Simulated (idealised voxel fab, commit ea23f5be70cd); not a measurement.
process module | voxel plated lines
Xsec cut, 225 nm wide, square cell size 5 nm.
Throughout this document, each cross-section is represented as a grid of square cells and is presented as a sequence of bands enumerated from the top downward, where a band comprises one or more rows of cells.
What a band's entry tells you: where the top is and where the bottom is, as heights in nm, and after that what lies inside, material by material from left to right, each with its width in nm. Empty space is written as the word "blank", and a single material marked with the word "everywhere" occupies the band from edge to edge.
Convention: height 0 is the level below which the wafer, as received, is all one material. The lowest band does not terminate at the bottom but continues downward, represented as "0 -> down".
A width such as "30 to 40" changes by the same amount from each row of cells to the next, from the band's top row to its bottom row.
Any step labelled "no alterations made" changed none of the cells in the cross-section.
Closed empty spaces (no open way to the top) of 8 cells or more are what "Fully enclosed voids" lists, each as width x height at distance from the left edge, nm for all three.
Past the settings on a step's line: simulator remark, on that step.
overlay nm: how far to the right of its planned place the mask lay on this masked step (negative: to the left).

[plan]
step 1: RECEIVE: material Si
step 2: CONFORMAL_DEP: material Al2O3, thk nm 5
step 3: DIRECTIONAL_DEP: material TiN, thk nm 5
step 4: PATTERN: tone open, mask id LINES, material resist, width nm 20, pitch nm 45, thk nm 30, overlay nm 0
step 5: EPI: material Ru, thk nm 5
step 6: EPI: material Ru, thk nm 5
step 7: STRIP: etch materials resist
step 8: DIRECTIONAL_ETCH: etch materials TiN, depth nm 5
step 9: CONFORMAL_DEP: material SiN, thk nm 10

[First of two wafers, with the run carried out as planned]

[Received-state cross-section, reflecting completion of step 1]
0 -> down | Si everywhere
Fully enclosed voids: none

[Wafer section view after processing step 2]
5 -> 0 | Al2O3 everywhere
Unchanged below 0.

[Wafer section view after processing step 3]
10 -> 5 | TiN everywhere
Unchanged below 5.

[Wafer section view after processing step 4]
40 -> 10 | resist (80) / blank (20) / resist (25) / blank (20) / resist (80)
Unchanged below 10.

[Wafer section view after processing step 5]
40 -> 15 | resist (80) / blank (20) / resist (25) / blank (20) / resist (80)
15 -> 10 | resist (80) / Ru (20) / resist (25) / Ru (20) / resist (80)
Unchanged below 10.

[Wafer section view after processing step 6]
40 -> 20 | resist (80) / blank (20) / resist (25) / blank (20) / resist (80)
20 -> 10 | resist (80) / Ru (20) / resist (25) / Ru (20) / resist (80)
Unchanged below 10.

[Wafer section view after processing step 7]
20 -> 10 | blank (80) / Ru (20) / blank (25) / Ru (20) / blank (80)
Unchanged below 10.

[Wafer section view after processing step 8]
20 -> 10 | blank (80) / Ru (20) / blank (25) / Ru (20) / blank (80)
10 -> 5 | blank (80) / TiN (20) / blank (25) / TiN (20) / blank (80)
Unchanged below 5.

[Wafer section view after processing step 9]
30 -> 20 | blank (70) / SiN (40) / blank (5) / SiN (40) / blank (70)
20 -> 15 | blank (70) / SiN (10) / Ru (20) / SiN (10) / blank (5) / SiN (10) / Ru (20) / SiN (10) / blank (70)
15 -> 10 | SiN (80) / Ru (20) / SiN (25) / Ru (20) / SiN (80)
10 -> 5 | SiN (80) / TiN (20) / SiN (25) / TiN (20) / SiN (80)
Unchanged below 5.

[What follows concerns the second wafer, which started out like the first and was meant to follow the very same plan; one mistake crept in when it was run, but everything up to and including step 3 is the same as for the first wafer]

[Second wafer shown in cross-section at the time step 4 was slated to end]
40 -> 10 | blank (80) / resist (20) / blank (25) / resist (20) / blank (80)
Unchanged below 10.

[Second wafer shown in cross-section at the time step 5 was slated to end]
40 -> 15 | blank (80) / resist (20) / blank (25) / resist (20) / blank (80)
15 -> 10 | Ru (80) / resist (20) / Ru (25) / resist (20) / Ru (80)
Unchanged below 10.

[Second wafer shown in cross-section at the time step 6 was slated to end]
40 -> 20 | blank (80) / resist (20) / blank (25) / resist (20) / blank (80)
20 -> 10 | Ru (80) / resist (20) / Ru (25) / resist (20) / Ru (80)
Unchanged below 10.

[Second wafer shown in cross-section at the time step 7 was slated to end]
20 -> 10 | Ru (80) / blank (20) / Ru (25) / blank (20) / Ru (80)
Unchanged below 10.

[Second wafer shown in cross-section at the time step 8 was slated to end]
20 -> 10 | Ru (80) / blank (20) / Ru (25) / blank (20) / Ru (80)
10 -> 5 | TiN (80) / blank (20) / TiN (25) / blank (20) / TiN (80)
Unchanged below 5.

[Second wafer shown in cross-section at the time step 9 was slated to end]
30 -> 20 | SiN everywhere
20 -> 10 | Ru (80) / SiN (20) / Ru (25) / SiN (20) / Ru (80)
10 -> 5 | TiN (80) / SiN (20) / TiN (25) / SiN (20) / TiN (80)
Unchanged below 5.
The plan and the run diverged here: off-plan run, step 4, actual operation and settings PATTERN: tone cover, mask id LINES, material resist, width nm 20, pitch nm 45, thk nm 30, overlay nm 0
The final cell counts differ between the wafers, with the second having more or fewer of some materials than the first: 58 more of Ru, 29 more of TiN
